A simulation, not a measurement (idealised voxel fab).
process module | voxel local oxidation
cross-section cut | 205 nm wide | cells 5 nm
A cross-section is a grid of square cells, given in bands from the top down. A band is one or more rows of cells.
Each band's line starts with the height of the band's top and of its bottom, in nm. Then come its materials from left to right, each with its width in nm. One material with "throughout" fills the band from edge to edge. "air" is empty space.
Height 0 is the level under which the wafer as received is all one material. The lowest band goes on downwards, as in "0 down".
A width such as "30 to 40" changes by the same amount from each row of cells to the next, from the band's top row to its bottom row.
"no change" after a step means that no cell of the cross-section changed.
closed voids: empty space of 8 cells or more with no open way to the top, each as width x height at its distance from the left edge, in nm
after a step's settings: what the simulator itself notes on the step
overlay nm, on a step with a mask: how far to the right of its planned place the mask lay; to the left if negative
plan
1 op RECEIVE | material Si
2 op CONFORMAL_DEP | material SiO2 | thk nm 5
3 op CONFORMAL_DEP | material SiN | thk nm 10
4 op DIRECTIONAL_DEP | material aC | thk nm 15
5 op PATTERN | tone cover | mask id ACTIVE | material resist | width nm 105 | thk nm 30 | overlay nm 0
6 op DIRECTIONAL_ETCH | etch materials aC | depth nm 15
7 op STRIP | etch materials resist
8 op DIRECTIONAL_ETCH | etch materials SiN | depth nm 10
9 op STRIP | etch materials aC
10 op SELECTIVE_ETCH | etch materials SiO2 | depth nm 5
11 op OXIDIZE | depth nm 15
12 op STRIP | etch materials SiN
first wafer, as planned
as received, after step 1
  0 down: Si throughout
  closed voids: none
after step 2
  5 to 0: SiO2 throughout
  below 0: unchanged
after step 3
  15 to 5: SiN throughout
  below 5: unchanged
after step 4
  30 to 15: aC throughout
  below 15: unchanged
after step 5
  60 to 30: air 50 | resist 105 | air 50
  below 30: unchanged
after step 6
  45 to 30: air 50 | resist 105 | air 50
  30 to 15: air 50 | aC 105 | air 50
  below 15: unchanged
after step 7
  30 to 15: air 50 | aC 105 | air 50
  below 15: unchanged
after step 8
  30 to 15: air 50 | aC 105 | air 50
  15 to 5: air 50 | SiN 105 | air 50
  below 5: unchanged
after step 9
  15 to 5: air 50 | SiN 105 | air 50
  below 5: unchanged
after step 10
  15 to 5: air 50 | SiN 105 | air 50
  5 to 0: air 55 | SiO2 95 | air 55
  below 0: unchanged
after step 11
  15 to 5: air 50 | SiN 105 | air 50
  5 to 0: air 55 | SiO2 95 | air 55
  0 to -15: SiO2 70 | Si 65 | SiO2 70
  below -15: unchanged
after step 12
  5 to 0: air 55 | SiO2 95 | air 55
  below 0: unchanged
second wafer: like start, like plan, one mistake. Through step 10 it matches the first wafer
when step 11 should have ended
  5 to 0: air 55 | SiO2 95 | air 55
  below 0: unchanged
when step 12 should have ended
  5 to 0: air 55 | SiO2 95 | air 55
  0 to -15: SiO2 70 | Si 65 | SiO2 70
  below -15: unchanged
what went wrong: steps 11 and 12 were swapped
at the end the two cross-sections are the same: no effect in what this model computes
